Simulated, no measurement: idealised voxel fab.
process module | voxel plated lines
cross-section cut | 245 nm wide | cells 5 nm
A cross-section is a grid of square cells, given in bands from the top down. A band is one or more rows of cells.
Each band's line starts with the height of the band's top and of its bottom, in nm. Then come its materials from left to right, each with its width in nm. One material with "throughout" fills the band from edge to edge. "air" is empty space.
Height 0 is the level under which the wafer as received is all one material. The lowest band goes on downwards, as in "0 down".
A width such as "30 to 40" changes by the same amount from each row of cells to the next, from the band's top row to its bottom row.
"no change" after a step means that no cell of the cross-section changed.
closed voids: empty space of 8 cells or more with no open way to the top, each as width x height at its distance from the left edge, in nm
after a step's settings: what the simulator itself notes on the step
overlay nm, on a step with a mask: how far to the right of its planned place the mask lay; to the left if negative
plan
1 op RECEIVE | material Si
2 op CONFORMAL_DEP | material SiO2 | thk nm 10
3 op DIRECTIONAL_DEP | material TiN | thk nm 5
4 op PATTERN | tone open | mask id LINES | material resist | width nm 15 | pitch nm 35 | thk nm 25 | overlay nm 0
5 op EPI | material Ru | thk nm 5
6 op EPI | material Ru | thk nm 10
7 op STRIP | etch materials resist
8 op DIRECTIONAL_ETCH | etch materials TiN | depth nm 5
9 op CONFORMAL_DEP | material SiCN | thk nm 5
as received, after step 1
  0 down: Si throughout
  closed voids: none
first wafer at the end, as planned
  35 to 30: air 90 | SiCN 25 | air 10 | SiCN 25 | air 95
  30 to 15: air 90 | SiCN 5 | Ru 15 | SiCN 5 | air 10 | SiCN 5 | Ru 15 | SiCN 5 | air 95
  15 to 10: SiCN 95 | TiN 15 | SiCN 20 | TiN 15 | SiCN 100
  10 to 0: SiO2 throughout
  0 down: Si throughout
  closed voids: none
second wafer at the end: like start, like plan, one mistake
  25 to 20: air 90 | SiCN 25 | air 10 | SiCN 25 | air 95
  20 to 5: air 90 | SiCN 5 | Ru 15 | SiCN 5 | air 10 | SiCN 5 | Ru 15 | SiCN 5 | air 95
  5 to 0: SiCN 95 | TiN 15 | SiCN 20 | TiN 15 | SiCN 100
  0 down: Si throughout
  closed voids: none
what went wrong: step 2 was left out
at the end the second wafer has, in cells: 98 fewer of SiO2
